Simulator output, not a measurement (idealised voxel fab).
process module | voxel fin reveal
Section shown: cut. Width: 285 nm. Cell size: 5 nm, square.
Throughout this document, each cross-section is represented as a grid of square cells and is presented as a sequence of bands enumerated from the top downward, where a band comprises one or more rows of cells.
This entry defines a band. It first specifies the height of the band's top and the height of its bottom in nm, and then specifies the band's materials from left to right, stating each material with its width in nm. The word "everywhere" identifies a single material that fills the band from edge to edge, while the word "air" identifies empty space.
Convention: height 0 is the level below which the wafer, as received, is all one material. The lowest band does not terminate at the bottom but continues downward, represented as "0..down".
Quick explanation for "30->40": the width changes in equal steps down the rows of cells, from the first number in the band's top row to the second number in its bottom row.
It should be understood that the words "nothing altered", when stated for a given step, signify that the cross-section underwent no change in any of its cells during that step.
"Unvented voids" contains a list of empty spaces, each no smaller than 8 cells and without an open way to the top, written in the form width x height at distance with the distance from the left edge and all three in nm.
Formally, on a step line, whatever follows the settings is a remark that the simulator itself makes on the step.
The setting "overlay nm" may be written on the line of a step. When the step uses a mask, the value reports how far to the right of the planned place the mask lay, and a negative value reports that it lay to the left.
The steps planned for the process are as follows:
- 1: RECEIVE,material Si
- 2: CONFORMAL_DEP,material SiN,thk nm 10
- 3: DIRECTIONAL_DEP,material aC,thk nm 15
- 4: PATTERN,tone cover,mask id FINS,material resist,width nm 15,pitch nm 45,thk nm 35,overlay nm 0
- 5: DIRECTIONAL_ETCH,etch materials aC,depth nm 15
- 6: STRIP,etch materials resist
- 7: DIRECTIONAL_ETCH,etch materials SiN,depth nm 10
- 8: DIRECTIONAL_ETCH,etch materials Si,depth nm 35
- 9: STRIP,etch materials aC
- 10: FILL_DEP,material SiO2,thk nm 10
- 11: CMP,height nm 10
- 12: SELECTIVE_ETCH,etch materials SiO2,depth nm 35
- 13: STRIP,etch materials SiN
- 14: CONFORMAL_DEP,material HfO2,thk nm 5
Cross-section, incoming material, after step 1:
* 0..down = Si everywhere
* Unvented voids: none
Cross-sectional image of the first of two wafers at the end of the module, the run having proceeded as planned:
* 5..0 = 85 air / 25 HfO2 / 20 air / 25 HfO2 / 20 air / 25 HfO2 / 85 air
* 0..-20 = 85 air / 5 HfO2 / 15 Si / 5 HfO2 / 20 air / 5 HfO2 / 15 Si / 5 HfO2 / 20 air / 5 HfO2 / 15 Si / 5 HfO2 / 85 air
* -20..-25 = 90 HfO2 / 15 Si / 30 HfO2 / 15 Si / 30 HfO2 / 15 Si / 90 HfO2
* -25..-35 = 90 SiO2 / 15 Si / 30 SiO2 / 15 Si / 30 SiO2 / 15 Si / 90 SiO2
* -35..down = Si everywhere
* Unvented voids: none
What the second wafer looks like in cross-section once the module is done. Its start and its plan matched the first wafer's exactly; what differed was one mistake in how it was run:
* 0..-25 = 90 air / 15 Si / 30 air / 15 Si / 30 air / 15 Si / 90 air
* -25..-35 = 90 SiO2 / 15 Si / 30 SiO2 / 15 Si / 30 SiO2 / 15 Si / 90 SiO2
* -35..down = Si everywhere
* Unvented voids: none
What was the processing mistake? step 14 of the plan got skipped, so it never ran
Final difference in cells, second wafer against first, listed per material as more or fewer: 87 fewer of HfO2
